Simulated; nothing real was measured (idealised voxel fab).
process module | voxel local oxidation
cross-section cut | 235 nm wide | cells 5 nm
A cross-section is a grid of square cells, given in bands from the top down. A band is one or more rows of cells.
Each band's line starts with the height of the band's top and of its bottom, in nm. Then come its materials from left to right, each with its width in nm. One material with "throughout" fills the band from edge to edge. "air" is empty space.
Height 0 is the level under which the wafer as received is all one material. The lowest band goes on downwards, as in "0 down".
A width such as "30 to 40" changes by the same amount from each row of cells to the next, from the band's top row to its bottom row.
"no change" after a step means that no cell of the cross-section changed.
closed voids: empty space of 8 cells or more with no open way to the top, each as width x height at its distance from the left edge, in nm
after a step's settings: what the simulator itself notes on the step
overlay nm, on a step with a mask: how far to the right of its planned place the mask lay; to the left if negative
plan
1 op RECEIVE | material Si
2 op OXIDIZE | depth nm 5
3 op CONFORMAL_DEP | material SiN | thk nm 15
4 op PATTERN | tone cover | mask id ACTIVE | material resist | width nm 130 | thk nm 20 | overlay nm 0
5 op DIRECTIONAL_ETCH | etch materials SiN | depth nm 15
6 op STRIP | etch materials resist
7 op SELECTIVE_ETCH | etch materials SiO2 | depth nm 5
8 op OXIDIZE | depth nm 10
9 op STRIP | etch materials SiN
as received, after step 1
  0 down: Si throughout
  closed voids: none
first wafer at the end, as planned
  0 to -5: air 55 | SiO2 120 | air 60
  -5 to -15: SiO2 65 | Si 100 | SiO2 70
  -15 down: Si throughout
  closed voids: none
second wafer at the end: like start, like plan, one mistake
  0 to -5: air 55 | SiO2 125 | air 55
  -5 to -15: SiO2 65 | Si 105 | SiO2 65
  -15 down: Si throughout
  closed voids: none
what went wrong: step 4 ran as: op PATTERN | tone cover | mask id ACTIVE | material resist | width nm 135 | thk nm 20 | overlay nm 0
at the end the second wafer has, in cells: 2 more of Si | 1 fewer of SiO2
